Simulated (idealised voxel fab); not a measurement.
process module | voxel fin reveal
FYI the section here is cut, 230 nm wide, cells are 5 nm squares.
Cross-sections here: square-cell grids, written as top-down lists of bands, a band being one or more rows of cells. The entry gives the band's vertical extent as a top height and a bottom height in nm, then its horizontal make-up as materials from left to right, each with a width in nm. "air" stands for empty space; a single material marked "everywhere" fills the band edge to edge. Heights are reckoned from 0. Under this level, the received wafer is all of one material. The bottommost band is open-ended downward, for example "0 -> down". Read "30->40" as a graded width: first number on top, second number at the bottom, same change between each pair of neighbouring rows. For the purposes of this document, the phrase "no alterations made" attached to a step denotes that no cell within the cross-section was modified by that step. The list in "Voids, sealed" covers empty spaces of 8 cells or more that cannot reach the top through any open way, and it gives each as width x height at distance; the distance is from the left edge, and width, height and distance are in nm. Anything after a step's settings on that line? It's the simulator's own note about the step. The setting "overlay nm" may be written on the line of a step. When the step uses a mask, the value reports how far to the right of the planned place the mask lay, and a negative value reports that it lay to the left.
Process steps (planned)
step 1: RECEIVE: material Si
step 2: CONFORMAL_DEP: material SiN, thk nm 10
step 3: MASKED_ETCH: tone cover, mask id FINS, width nm 15, pitch nm 45, etch materials SiN, depth nm 10, overlay nm 0
step 4: MASKED_ETCH: tone cover, mask id FINS, width nm 15, pitch nm 45, etch materials Si, depth nm 35, overlay nm 0
step 5: OXIDIZE: depth nm 5
step 6: FILL_DEP: material SiO2, thk nm 15
step 7: CMP: height nm 10
step 8: SELECTIVE_ETCH: etch materials SiO2, depth nm 25
step 9: STRIP: etch materials SiN
step 10: CONFORMAL_DEP: material SiO2, thk nm 5
As-received wafer cross-section (after step 1)
0 -> down  Si everywhere
Voids, sealed: none
Cross-section, first of two wafers, end of module, run as planned
5 -> 0  85 air | 15 SiO2 | 30 air | 15 SiO2 | 85 air
0 -> -10  85 air | 5 SiO2 | 5 Si | 5 SiO2 | 30 air | 5 SiO2 | 5 Si | 5 SiO2 | 85 air
-10 -> -40  90 SiO2 | 5 Si | 40 SiO2 | 5 Si | 90 SiO2
-40 -> down  Si everywhere
Voids, sealed: none
Cross-section of the latter of the two wafers at module completion. It had an identical start and an identical plan to the former; in running it, one mistake was made
5 -> 0  85 air | 15 SiO2 | 30 air | 15 SiO2 | 85 air
0 -> -10  85 air | 5 SiO2 | 5 Si | 5 SiO2 | 30 air | 5 SiO2 | 5 Si | 5 SiO2 | 85 air
-10 -> -45  90 SiO2 | 5 Si | 40 SiO2 | 5 Si | 90 SiO2
-45 -> down  Si everywhere
Voids, sealed: none
Processing error: step 4: run off-plan, actual operation and settings MASKED_ETCH: tone cover, mask id FINS, width nm 15, pitch nm 45, etch materials Si, depth nm 40, overlay nm 0
Cell-count delta at end, second wafer over first, by material: 44 fewer of Si | 44 more of SiO2
